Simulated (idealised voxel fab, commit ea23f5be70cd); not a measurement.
Process module, titled voxel air gaps
Xsec cut, 265 nm wide, square cell size 5 nm.
Cross-section layout: square cells on a grid; listed as bands, top to bottom; a band spans one or more cell rows. Look at the band entry: it leads with the top's height and the bottom's height in nm. Then it lists the materials left to right, with a width in nm for each. The word "everywhere" on a single material says that material fills the band edge to edge. The word "empty" is empty space. It should be noted that heights are counted from 0, beneath which the wafer as supplied is of one material throughout, and that the lowest band possesses no lower boundary but continues downward, as written in "0 and below". The two numbers in a width such as "30..40" mark its ends across the band: the first belongs to the top row of cells, the second to the bottom row, and from each row to the next the width moves by the same amount. "nothing was modified" after a step means that no cell of the cross-section changed. "Sealed void listing" contains a list of empty spaces, each no smaller than 8 cells and without an open way to the top, written in the form width x height at distance with the distance from the left edge and all three in nm. Read whatever lies past the settings on a step's line as the simulator's own remark about the step. overlay nm: step with mask; distance mask lay right of planned place; negative value = left of planned place.
THE PROCESS STEPS THAT WERE PLANNED ARE LISTED BELOW
1. RECEIVE (material Si)
2. CONFORMAL_DEP (material SiO2; thk nm 15)
3. CONFORMAL_DEP (material SiN; thk nm 5)
4. DIRECTIONAL_DEP (material SiO2; thk nm 40)
5. DIRECTIONAL_DEP (material aC; thk nm 15)
6. PATTERN (tone open; mask id LINES; material resist; width nm 25; pitch nm 55; thk nm 35; overlay nm 0)
7. DIRECTIONAL_ETCH (etch materials aC; depth nm 15)
8. STRIP (etch materials resist)
9. DIRECTIONAL_ETCH (etch materials SiO2; depth nm 40)
10. STRIP (etch materials aC)
11. CONFORMAL_DEP (material TiN; thk nm 5)
12. FILL_DEP (material W; thk nm 10)
13. CMP (height nm 60)
14. EPI (material Ru; thk nm 10)
15. SELECTIVE_ETCH (etch materials SiO2; depth nm 50)
16. CONFORMAL_DEP (material SiCN; thk nm 5)
FIRST WAFER, AS PLANNED
WAFER AS RECEIVED: CROSS-SECTION FOLLOWING STEP 1
* 0 and below = Si everywhere
* Sealed void listing: none
THE WAFER, SEEN IN CROSS-SECTION, AFTER STEP 2
* 15 down to 0 = SiO2 everywhere
* Lower than 0, everything is as it was.
THE WAFER, SEEN IN CROSS-SECTION, AFTER STEP 3
* 20 down to 15 = SiN everywhere
* Lower than 15, everything is as it was.
THE WAFER, SEEN IN CROSS-SECTION, AFTER STEP 4
* 60 down to 20 = SiO2 everywhere
* Lower than 20, everything is as it was.
THE WAFER, SEEN IN CROSS-SECTION, AFTER STEP 5
* 75 down to 60 = aC everywhere
* Lower than 60, everything is as it was.
THE WAFER, SEEN IN CROSS-SECTION, AFTER STEP 6
* 110 down to 75 = resist=35, empty=25, resist=30, empty=25, resist=30, empty=25, resist=30, empty=25, resist=40
* Lower than 75, everything is as it was.
THE WAFER, SEEN IN CROSS-SECTION, AFTER STEP 7
* 95 down to 75 = resist=35, empty=25, resist=30, empty=25, resist=30, empty=25, resist=30, empty=25, resist=40
* 75 down to 60 = aC=35, empty=25, aC=30, empty=25, aC=30, empty=25, aC=30, empty=25, aC=40
* Lower than 60, everything is as it was.
THE WAFER, SEEN IN CROSS-SECTION, AFTER STEP 8
* 75 down to 60 = aC=35, empty=25, aC=30, empty=25, aC=30, empty=25, aC=30, empty=25, aC=40
* Lower than 60, everything is as it was.
THE WAFER, SEEN IN CROSS-SECTION, AFTER STEP 9
* 75 down to 60 = aC=35, empty=25, aC=30, empty=25, aC=30, empty=25, aC=30, empty=25, aC=40
* 60 down to 20 = SiO2=35, empty=25, SiO2=30, empty=25, SiO2=30, empty=25, SiO2=30, empty=25, SiO2=40
* Lower than 20, everything is as it was.
THE WAFER, SEEN IN CROSS-SECTION, AFTER STEP 10
* 60 down to 20 = SiO2=35, empty=25, SiO2=30, empty=25, SiO2=30, empty=25, SiO2=30, empty=25, SiO2=40
* Lower than 20, everything is as it was.
THE WAFER, SEEN IN CROSS-SECTION, AFTER STEP 11
* 65 down to 60 = TiN=40, empty=15, TiN=40, empty=15, TiN=40, empty=15, TiN=40, empty=15, TiN=45
* 60 down to 25 = SiO2=35, TiN=5, empty=15, TiN=5, SiO2=30, TiN=5, empty=15, TiN=5, SiO2=30, TiN=5, empty=15, TiN=5, SiO2=30, TiN=5, empty=15, TiN=5, SiO2=40
* 25 down to 20 = SiO2=35, TiN=25, SiO2=30, TiN=25, SiO2=30, TiN=25, SiO2=30, TiN=25, SiO2=40
* Lower than 20, everything is as it was.
THE WAFER, SEEN IN CROSS-SECTION, AFTER STEP 12
* 75 down to 65 = W everywhere
* 65 down to 60 = TiN=40, W=15, TiN=40, W=15, TiN=40, W=15, TiN=40, W=15, TiN=45
* 60 down to 25 = SiO2=35, TiN=5, W=15, TiN=5, SiO2=30, TiN=5, W=15, TiN=5, SiO2=30, TiN=5, W=15, TiN=5, SiO2=30, TiN=5, W=15, TiN=5, SiO2=40
* Lower than 25, everything is as it was.
THE WAFER, SEEN IN CROSS-SECTION, AFTER STEP 13
* 60 down to 25 = SiO2=35, TiN=5, W=15, TiN=5, SiO2=30, TiN=5, W=15, TiN=5, SiO2=30, TiN=5, W=15, TiN=5, SiO2=30, TiN=5, W=15, TiN=5, SiO2=40
* Lower than 25, everything is as it was.
THE WAFER, SEEN IN CROSS-SECTION, AFTER STEP 14
* 70 down to 60 = empty=25, Ru=45, empty=10, Ru=45, empty=10, Ru=45, empty=10, Ru=45, empty=30
* Lower than 60, everything is as it was.
THE WAFER, SEEN IN CROSS-SECTION, AFTER STEP 15
* 70 down to 60 = empty=25, Ru=45, empty=10, Ru=45, empty=10, Ru=45, empty=10, Ru=45, empty=30
* 60 down to 25 = empty=35, TiN=5, W=15, TiN=5, empty=30, TiN=5, W=15, TiN=5, empty=30, TiN=5, W=15, TiN=5, empty=30, TiN=5, W=15, TiN=5, empty=40
* 25 down to 20 = empty=35, TiN=25, empty=30, TiN=25, empty=30, TiN=25, empty=30, TiN=25, empty=40
* Lower than 20, everything is as it was.
THE WAFER, SEEN IN CROSS-SECTION, AFTER STEP 16
* 75 down to 70 = empty=20, SiCN=220, empty=25
* 70 down to 60 = empty=20, SiCN=5, Ru=45, SiCN=10, Ru=45, SiCN=10, Ru=45, SiCN=10, Ru=45, SiCN=5, empty=25
* 60 down to 55 = empty=20, SiCN=15, TiN=5, W=15, TiN=5, SiCN=30, TiN=5, W=15, TiN=5, SiCN=30, TiN=5, W=15, TiN=5, SiCN=30, TiN=5, W=15, TiN=5, SiCN=15, empty=25
* 55 down to 25 = empty=30, SiCN=5, TiN=5, W=15, TiN=5, SiCN=5, empty=20, SiCN=5, TiN=5, W=15, TiN=5, SiCN=5, empty=20, SiCN=5, TiN=5, W=15, TiN=5, SiCN=5, empty=20, SiCN=5, TiN=5, W=15, TiN=5, SiCN=5, empty=35
* 25 down to 20 = SiCN=35, TiN=25, SiCN=30, TiN=25, SiCN=30, TiN=25, SiCN=30, TiN=25, SiCN=40
* Lower than 20, everything is as it was.
* Sealed void listing: 20 x 30 at 65; 20 x 30 at 120; 20 x 30 at 175
WAFER TWO OF TWO - SAME STARTING POINT, SAME PROCESS PLAN, ONE MISTAKE IN EXECUTION; MATCHES WAFER ONE UP TO AND INCLUDING STEP 12
SECOND WAFER, CROSS-SECTION, PLANNED END OF STEP 13
* 70 down to 65 = W everywhere
* Lower than 65, everything is as it was.
SECOND WAFER, CROSS-SECTION, PLANNED END OF STEP 14
* 80 down to 70 = Ru everywhere
* Lower than 70, everything is as it was.
Second wafer, cross-section, planned end of step 15: nothing was modified
SECOND WAFER, CROSS-SECTION, PLANNED END OF STEP 16
* 85 down to 80 = SiCN everywhere
* Lower than 80, everything is as it was.
What was the processing mistake? in deviation from the planned setting, step 13 was conducted as CMP (height nm 70)
Bottom line after processing is that, in cells, the second wafer is up or down on some materials versus the first: 34 more of Ru; 112 fewer of SiCN; 264 more of SiO2; 41 more of TiN; 65 more of W
The closed voids present at the end amount to 3 for the first wafer and 0 for the second wafer.
